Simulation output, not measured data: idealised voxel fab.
Presented below is a process module, voxel capacitor over wiring.
Cross-sectional view cut (width: 155 nm; square cell size: 5 nm).
Just so we're on the same page, the cross-sections are grids of square cells, and they're listed out in bands top to bottom, each band one or more rows deep.
Quick guide to a band line: top height, bottom height (nm) up front; then every material left to right with its width in nm. Only one material and it's marked "edge to edge"? Then it fills the band edge to edge. And "blank" just means empty space.
Heights are reckoned from 0. Under this level, the received wafer is all of one material. The bottommost band is open-ended downward, for example "top 0, no bottom".
Top row gets the first number, bottom row gets the second, and each row in between changes by the same step: that is how a band width like "30->40" works.
Step marked "remains unaltered"? Then no cell in the cross-section changed in it.
So "Encapsulated voids" is basically the list of trapped voids: any empty space of 8 cells or more that can't reach the top through an opening. They're written width x height at distance, the distance being from the left edge, and it's all nm.
Whatever follows a step's settings on its line is a remark the simulator itself makes about that step.
overlay nm: how far to the right of its planned place the mask lay on this masked step (negative: to the left).
## List of planned process steps
step 1: RECEIVE: material Si
step 2: CONFORMAL_DEP: material SiO2, thk nm 10
step 3: DIRECTIONAL_DEP: material TiN, thk nm 5
step 4: DIRECTIONAL_DEP: material Ru, thk nm 20
step 5: DIRECTIONAL_DEP: material aC, thk nm 10
step 6: PATTERN: tone cover, mask id METAL_1, material resist, width nm 25, pitch nm 95, thk nm 30, overlay nm 0
step 7: DIRECTIONAL_ETCH: etch materials aC, depth nm 10
step 8: STRIP: etch materials resist
step 9: DIRECTIONAL_ETCH: etch materials Ru, depth nm 20
step 10: DIRECTIONAL_ETCH: etch materials TiN, depth nm 5
step 11: STRIP: etch materials aC
step 12: CONFORMAL_DEP: material SiN, thk nm 5
step 13: FILL_DEP: material lowk, thk nm 5
step 14: CMP: height nm 35
step 15: CONFORMAL_DEP: material SiCN, thk nm 5
step 16: DIRECTIONAL_DEP: material lowk, thk nm 15
step 17: PATTERN: tone open, mask id PLUG_1, material resist, width nm 15, thk nm 15, overlay nm 0
step 18: DIRECTIONAL_ETCH: etch materials lowk, depth nm 15
step 19: DIRECTIONAL_ETCH: etch materials SiCN, depth nm 5
step 20: STRIP: etch materials resist
step 21: EPI: material Ru, thk nm 10
step 22: EPI: material Ru, thk nm 10
step 23: DIRECTIONAL_DEP: material TiN, thk nm 5
step 24: DIRECTIONAL_DEP: material Al2O3, thk nm 5
step 25: DIRECTIONAL_DEP: material TiN, thk nm 10
step 26: PATTERN: tone cover, mask id UPPER_PLATE, material resist, width nm 75, thk nm 20, overlay nm 0
step 27: DIRECTIONAL_ETCH: etch materials TiN, depth nm 10
step 28: DIRECTIONAL_ETCH: etch materials Al2O3, depth nm 5
step 29: STRIP: etch materials resist
step 30: PATTERN: tone cover, mask id LOWER_PLATE, material resist, width nm 85, thk nm 20, overlay nm 0
step 31: DIRECTIONAL_ETCH: etch materials TiN, depth nm 5
step 32: STRIP: etch materials resist
step 33: FILL_DEP: material SiO2, thk nm 15
step 34: CMP: height nm 85
step 35: DIRECTIONAL_DEP: material aC, thk nm 10
step 36: PATTERN: tone open, mask id PLUG_2, material resist, width nm 15, thk nm 25, overlay nm 0
step 37: DIRECTIONAL_ETCH: etch materials aC, depth nm 10
step 38: STRIP: etch materials resist
step 39: DIRECTIONAL_ETCH: etch materials SiO2, depth nm 10
step 40: STRIP: etch materials aC
step 41: CONFORMAL_DEP: material TiN, thk nm 5
step 42: FILL_DEP: material Ru, thk nm 10
step 43: CMP: height nm 85
step 44: CONFORMAL_DEP: material SiCN, thk nm 5
## Wafer at receipt (post step 1), cross-section
- top 0, no bottom | Si edge to edge
- Encapsulated voids: none
## Cross-sectional result after module completion. Note: starting condition and plan are unchanged from above; one processing mistake was made
- top 90, bottom 85 | SiCN edge to edge
- top 85, bottom 80 | 35 of SiO2 / 5 of TiN / 5 of Ru / 5 of TiN / 105 of SiO2
- top 80, bottom 75 | 35 of SiO2 / 15 of TiN / 105 of SiO2
- top 75, bottom 65 | 25 of SiO2 / 75 of TiN / 55 of SiO2
- top 65, bottom 60 | 25 of SiO2 / 75 of Al2O3 / 55 of SiO2
- top 60, bottom 55 | 25 of SiO2 / 80 of TiN / 50 of SiO2
- top 55, bottom 40 | 25 of lowk / 15 of Ru / 115 of lowk
- top 40, bottom 35 | 25 of SiCN / 15 of Ru / 115 of SiCN
- top 35, bottom 15 | 10 of lowk / 5 of SiN / 25 of Ru / 5 of SiN / 60 of lowk / 5 of SiN / 25 of Ru / 5 of SiN / 15 of lowk
- top 15, bottom 10 | 15 of SiN / 25 of TiN / 70 of SiN / 25 of TiN / 20 of SiN
- top 10, bottom 0 | SiO2 edge to edge
- top 0, no bottom | Si edge to edge
- Encapsulated voids: none
Deviation noted in wafer processing: not per plan at step 30, really ran PATTERN: tone cover, mask id LOWER_PLATE, material resist, width nm 80, thk nm 20, overlay nm 0
